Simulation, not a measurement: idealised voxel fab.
Process module heading - voxel self aligned contacts
FYI the section here is cut, 265 nm wide, cells are 5 nm squares.
The cross-sections in this document take the form of a grid made of square cells. They are written out as bands, in order from top to bottom. Each band consists of one or more rows of cells. Band entry format. Leading values: height of top, height of bottom, nm. Remainder: materials in left-to-right order, each with its width in nm. Special words: "everywhere" on a single material, which then fills the band edge to edge; "blank", empty space. Heights are reckoned from 0. Under this level, the received wafer is all of one material. The bottommost band is open-ended downward, for example "0 down". Per-row width for "30..40": begins at first number (top row of band), ends at second number (bottom row), increment between rows held constant. Reading "stayed the same" for a step: not a cell of the cross-section changed in it. "Sealed void list" - sealed voids, min. 8 cells, no opening to top; format: width x height at distance (distance from left edge; nm throughout). Past the settings on a step's line: simulator remark, on that step. Among the settings permitted on a step's line is "overlay nm"; applied to a step with a mask, it specifies the extent to which the mask lay to the right of its planned position, whereas a negative figure signifies a position to the left.
# List of planned process steps
step 1: RECEIVE | material Si
step 2: OXIDIZE | depth nm 5
step 3: DIRECTIONAL_DEP | material polySi | thk nm 20
step 4: DIRECTIONAL_DEP | material SiN | thk nm 20
step 5: MASKED_ETCH | tone cover | mask id GATE | width nm 35 | pitch nm 60 | etch materials SiN | depth nm 20 | overlay nm 0
step 6: MASKED_ETCH | tone cover | mask id GATE | width nm 35 | pitch nm 60 | etch materials polySi | depth nm 20 | overlay nm 0
step 7: CONFORMAL_DEP | material SiN | thk nm 5
step 8: DIRECTIONAL_ETCH | etch materials SiN | depth nm 5
step 9: FILL_DEP | material SiO2 | thk nm 10
step 10: CMP | height nm 45
step 11: PATTERN | tone open | mask id CONTACT | material resist | width nm 45 | thk nm 20 | overlay nm 0
step 12: DIRECTIONAL_ETCH | etch materials SiO2 | depth nm 50
step 13: STRIP | etch materials resist
step 14: CONFORMAL_DEP | material TiN | thk nm 5
step 15: FILL_DEP | material W | thk nm 10
step 16: CMP | height nm 45
step 17: CONFORMAL_DEP | material SiN | thk nm 5
# First of two wafers: run as planned
# Step 1 complete: cross-section of the wafer as received
	0 down | Si everywhere
	Sealed void list: none
# Cross-sectional representation of the wafer at the conclusion of step 2
	0 to -5 | SiO2 everywhere
	Below -5, the layers are the same as they were.
# Cross-sectional representation of the wafer at the conclusion of step 3
	20 to 0 | polySi everywhere
	Below 0, the layers are the same as they were.
# Cross-sectional representation of the wafer at the conclusion of step 4
	40 to 20 | SiN everywhere
	Below 20, the layers are the same as they were.
# Cross-sectional representation of the wafer at the conclusion of step 5
	40 to 20 | 85 of blank, 35 of SiN, 25 of blank, 35 of SiN, 85 of blank
	Below 20, the layers are the same as they were.
# Cross-sectional representation of the wafer at the conclusion of step 6
	40 to 20 | 85 of blank, 35 of SiN, 25 of blank, 35 of SiN, 85 of blank
	20 to 0 | 85 of blank, 35 of polySi, 25 of blank, 35 of polySi, 85 of blank
	Below 0, the layers are the same as they were.
# Cross-sectional representation of the wafer at the conclusion of step 7
	45 to 20 | 80 of blank, 45 of SiN, 15 of blank, 45 of SiN, 80 of blank
	20 to 5 | 80 of blank, 5 of SiN, 35 of polySi, 5 of SiN, 15 of blank, 5 of SiN, 35 of polySi, 5 of SiN, 80 of blank
	5 to 0 | 85 of SiN, 35 of polySi, 25 of SiN, 35 of polySi, 85 of SiN
	Below 0, the layers are the same as they were.
# Cross-sectional representation of the wafer at the conclusion of step 8
	40 to 20 | 80 of blank, 45 of SiN, 15 of blank, 45 of SiN, 80 of blank
	20 to 0 | 80 of blank, 5 of SiN, 35 of polySi, 5 of SiN, 15 of blank, 5 of SiN, 35 of polySi, 5 of SiN, 80 of blank
	Below 0, the layers are the same as they were.
# Cross-sectional representation of the wafer at the conclusion of step 9
	50 to 40 | SiO2 everywhere
	40 to 20 | 80 of SiO2, 45 of SiN, 15 of SiO2, 45 of SiN, 80 of SiO2
	20 to 0 | 80 of SiO2, 5 of SiN, 35 of polySi, 5 of SiN, 15 of SiO2, 5 of SiN, 35 of polySi, 5 of SiN, 80 of SiO2
	Below 0, the layers are the same as they were.
# Cross-sectional representation of the wafer at the conclusion of step 10
	45 to 40 | SiO2 everywhere
	Below 40, the layers are the same as they were.
# Cross-sectional representation of the wafer at the conclusion of step 11
	65 to 45 | 110 of resist, 45 of blank, 110 of resist
	Below 45, the layers are the same as they were.
# Cross-sectional representation of the wafer at the conclusion of step 12
	65 to 45 | 110 of resist, 45 of blank, 110 of resist
	45 to 40 | 110 of SiO2, 45 of blank, 110 of SiO2
	40 to 20 | 80 of SiO2, 45 of SiN, 15 of blank, 45 of SiN, 80 of SiO2
	20 to 0 | 80 of SiO2, 5 of SiN, 35 of polySi, 5 of SiN, 15 of blank, 5 of SiN, 35 of polySi, 5 of SiN, 80 of SiO2
	0 to -5 | 125 of SiO2, 15 of blank, 125 of SiO2
	Below -5, the layers are the same as they were.
# Cross-sectional representation of the wafer at the conclusion of step 13
	45 to 40 | 110 of SiO2, 45 of blank, 110 of SiO2
	Below 40, the layers are the same as they were.
# Cross-sectional representation of the wafer at the conclusion of step 14
	50 to 45 | 115 of TiN, 35 of blank, 115 of TiN
	45 to 40 | 110 of SiO2, 20 of TiN, 5 of blank, 20 of TiN, 110 of SiO2
	40 to 20 | 80 of SiO2, 45 of SiN, 5 of TiN, 5 of blank, 5 of TiN, 45 of SiN, 80 of SiO2
	20 to 0 | 80 of SiO2, 5 of SiN, 35 of polySi, 5 of SiN, 5 of TiN, 5 of blank, 5 of TiN, 5 of SiN, 35 of polySi, 5 of SiN, 80 of SiO2
	0 to -5 | 125 of SiO2, 15 of TiN, 125 of SiO2
	Below -5, the layers are the same as they were.
# Cross-sectional representation of the wafer at the conclusion of step 15
	60 to 50 | W everywhere
	50 to 45 | 115 of TiN, 35 of W, 115 of TiN
	45 to 40 | 110 of SiO2, 20 of TiN, 5 of W, 20 of TiN, 110 of SiO2
	40 to 20 | 80 of SiO2, 45 of SiN, 5 of TiN, 5 of W, 5 of TiN, 45 of SiN, 80 of SiO2
	20 to 0 | 80 of SiO2, 5 of SiN, 35 of polySi, 5 of SiN, 5 of TiN, 5 of W, 5 of TiN, 5 of SiN, 35 of polySi, 5 of SiN, 80 of SiO2
	Below 0, the layers are the same as they were.
# Cross-sectional representation of the wafer at the conclusion of step 16
	45 to 40 | 110 of SiO2, 20 of TiN, 5 of W, 20 of TiN, 110 of SiO2
	Below 40, the layers are the same as they were.
# Cross-sectional representation of the wafer at the conclusion of step 17
	50 to 45 | SiN everywhere
	Below 45, the layers are the same as they were.
# What follows concerns the second wafer, which started out like the first and was meant to follow the very same plan; one mistake crept in when it was run, but everything up to and including step 10 is the same as for the first wafer
# Cross-sectional representation of the second wafer at the time designated in the plan for the completion of step 11
	65 to 45 | 100 of resist, 45 of blank, 120 of resist
	Below 45, the layers are the same as they were.
# Cross-sectional representation of the second wafer at the time designated in the plan for the completion of step 12
	65 to 45 | 100 of resist, 45 of blank, 120 of resist
	45 to 40 | 100 of SiO2, 45 of blank, 120 of SiO2
	40 to 20 | 80 of SiO2, 45 of SiN, 15 of blank, 45 of SiN, 80 of SiO2
	20 to 0 | 80 of SiO2, 5 of SiN, 35 of polySi, 5 of SiN, 15 of blank, 5 of SiN, 35 of polySi, 5 of SiN, 80 of SiO2
	0 to -5 | 125 of SiO2, 15 of blank, 125 of SiO2
	Below -5, the layers are the same as they were.
# Cross-sectional representation of the second wafer at the time designated in the plan for the completion of step 13
	45 to 40 | 100 of SiO2, 45 of blank, 120 of SiO2
	Below 40, the layers are the same as they were.
# Cross-sectional representation of the second wafer at the time designated in the plan for the completion of step 14
	50 to 45 | 105 of TiN, 35 of blank, 125 of TiN
	45 to 40 | 100 of SiO2, 30 of TiN, 5 of blank, 10 of TiN, 120 of SiO2
	40 to 20 | 80 of SiO2, 45 of SiN, 5 of TiN, 5 of blank, 5 of TiN, 45 of SiN, 80 of SiO2
	20 to 0 | 80 of SiO2, 5 of SiN, 35 of polySi, 5 of SiN, 5 of TiN, 5 of blank, 5 of TiN, 5 of SiN, 35 of polySi, 5 of SiN, 80 of SiO2
	0 to -5 | 125 of SiO2, 15 of TiN, 125 of SiO2
	Below -5, the layers are the same as they were.
# Cross-sectional representation of the second wafer at the time designated in the plan for the completion of step 15
	60 to 50 | W everywhere
	50 to 45 | 105 of TiN, 35 of W, 125 of TiN
	45 to 40 | 100 of SiO2, 30 of TiN, 5 of W, 10 of TiN, 120 of SiO2
	40 to 20 | 80 of SiO2, 45 of SiN, 5 of TiN, 5 of W, 5 of TiN, 45 of SiN, 80 of SiO2
	20 to 0 | 80 of SiO2, 5 of SiN, 35 of polySi, 5 of SiN, 5 of TiN, 5 of W, 5 of TiN, 5 of SiN, 35 of polySi, 5 of SiN, 80 of SiO2
	Below 0, the layers are the same as they were.
# Cross-sectional representation of the second wafer at the time designated in the plan for the completion of step 16
	45 to 40 | 100 of SiO2, 30 of TiN, 5 of W, 10 of TiN, 120 of SiO2
	Below 40, the layers are the same as they were.
# Cross-sectional representation of the second wafer at the time designated in the plan for the completion of step 17
	50 to 45 | SiN everywhere
	Below 45, the layers are the same as they were.
What broke from the plan during processing? step 11 was processed under conditions differing from the plan, specifically as PATTERN | tone open | mask id CONTACT | material resist | width nm 45 | thk nm 20 | overlay nm -10
Upon completion, the cell count for each material on the second wafer equals that on the first, whereas the spatial distribution of those cells differs.
